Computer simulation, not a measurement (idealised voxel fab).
Module name: voxel released beams (process module)
It is cross-section cut that appears here, measuring 215 nm in width, its square cells being 5 nm in size.
Heads up, the way a cross-section reads in here is a grid of square cells, handed over as bands from the top down, with every band being one or more rows of cells. Top height, bottom height, nm. Materials left to right, width each, nm. Single material + "everywhere" = fills band edge to edge. "empty" = empty. Height reference: 0 = level under which incoming wafer is all one material. Lowest band: no bottom, runs on downward, e.g. "0 nm and below". It should be noted that a width expressed as "30 to 40" varies in equal increments from row to row of cells within the band, taking the value of the first number at the top row and that of the second number at the bottom row. No cell of the cross-section changed in a step that is given as "no modifications". "Completely enclosed voids" specifies each empty space that is not open to the top and that occupies no fewer than 8 cells, using the form width x height at distance, the distance measured from the left edge and all three quantities in nm. after a step's settings: what the simulator itself notes on the step. overlay nm: mask offset rightward from planned place, masked step; negative means leftward offset.
Below is the list of planned process steps
- 1: RECEIVE | material Si
- 2: CONFORMAL_DEP | material SiN | thk nm 10
- 3: DIRECTIONAL_DEP | material SiO2 | thk nm 10
- 4: DIRECTIONAL_DEP | material aC | thk nm 10
- 5: PATTERN | tone open | mask id ANCHOR | material resist | width nm 40 | thk nm 25 | overlay nm 0
- 6: DIRECTIONAL_ETCH | etch materials aC | depth nm 10
- 7: STRIP | etch materials resist
- 8: DIRECTIONAL_ETCH | etch materials SiO2 | depth nm 10
- 9: STRIP | etch materials aC
- 10: CONFORMAL_DEP | material polySi | thk nm 15
- 11: MASKED_ETCH | tone cover | mask id BEAM | width nm 100 | etch materials polySi | depth nm 15 | overlay nm 0
- 12: STRIP | etch materials SiO2
First of two wafers - as planned
Cross-section: wafer on arrival = after step 1
* 0 nm and below: Si everywhere
* Completely enclosed voids: none
So this is the wafer cross-section right after step 2
* 10 nm to 0 nm: SiN everywhere
* Unchanged below 0.
So this is the wafer cross-section right after step 3
* 20 nm to 10 nm: SiO2 everywhere
* Unchanged below 10.
So this is the wafer cross-section right after step 4
* 30 nm to 20 nm: aC everywhere
* Unchanged below 20.
So this is the wafer cross-section right after step 5
* 55 nm to 30 nm: resist: 60, then empty: 40, then resist: 115
* Unchanged below 30.
So this is the wafer cross-section right after step 6
* 45 nm to 30 nm: resist: 60, then empty: 40, then resist: 115
* 30 nm to 20 nm: aC: 60, then empty: 40, then aC: 115
* Unchanged below 20.
So this is the wafer cross-section right after step 7
* 30 nm to 20 nm: aC: 60, then empty: 40, then aC: 115
* Unchanged below 20.
So this is the wafer cross-section right after step 8
* 30 nm to 20 nm: aC: 60, then empty: 40, then aC: 115
* 20 nm to 10 nm: SiO2: 60, then empty: 40, then SiO2: 115
* Unchanged below 10.
So this is the wafer cross-section right after step 9
* 20 nm to 10 nm: SiO2: 60, then empty: 40, then SiO2: 115
* Unchanged below 10.
So this is the wafer cross-section right after step 10
* 35 nm to 25 nm: polySi: 75, then empty: 10, then polySi: 130
* 25 nm to 20 nm: polySi everywhere
* 20 nm to 10 nm: SiO2: 60, then polySi: 40, then SiO2: 115
* Unchanged below 10.
So this is the wafer cross-section right after step 11
* 35 nm to 25 nm: empty: 55, then polySi: 20, then empty: 10, then polySi: 70, then empty: 60
* 25 nm to 20 nm: empty: 55, then polySi: 100, then empty: 60
* Unchanged below 20.
So this is the wafer cross-section right after step 12
* 35 nm to 25 nm: empty: 55, then polySi: 20, then empty: 10, then polySi: 70, then empty: 60
* 25 nm to 20 nm: empty: 55, then polySi: 100, then empty: 60
* 20 nm to 10 nm: empty: 60, then polySi: 40, then empty: 115
* Unchanged below 10.
For the second wafer, take the first wafer's start and plan, then add one mistake made in running it; everything through step 3, that step included, is shared with the first
Second wafer, cut view, end of step 4 per plan
* 30 nm to 20 nm: SiN everywhere
* Unchanged below 20.
Second wafer, cut view, end of step 5 per plan
* 55 nm to 30 nm: resist: 60, then empty: 40, then resist: 115
* Unchanged below 30.
Second wafer, cut view, end of step 6 per plan
* 45 nm to 30 nm: resist: 60, then empty: 40, then resist: 115
* Unchanged below 30.
Second wafer, cut view, end of step 7 per plan
* 30 nm to 20 nm: SiN everywhere
* Unchanged below 20.
Second wafer, cut view, end of step 8 per plan: no modifications
Second wafer, cut view, end of step 9 per plan: no modifications
Second wafer, cut view, end of step 10 per plan
* 45 nm to 30 nm: polySi everywhere
* Unchanged below 30.
Second wafer, cut view, end of step 11 per plan
* 45 nm to 30 nm: empty: 55, then polySi: 100, then empty: 60
* Unchanged below 30.
Second wafer, cut view, end of step 12 per plan: no modifications
Plan not followed: so step 4 ended up running with a different setting than we planned, it ran as DIRECTIONAL_DEP | material SiN | thk nm 10
Final difference in cells, second wafer against first, listed per material as more or fewer: SiN: 86 more, SiO2: 86 more, polySi: 12 fewer
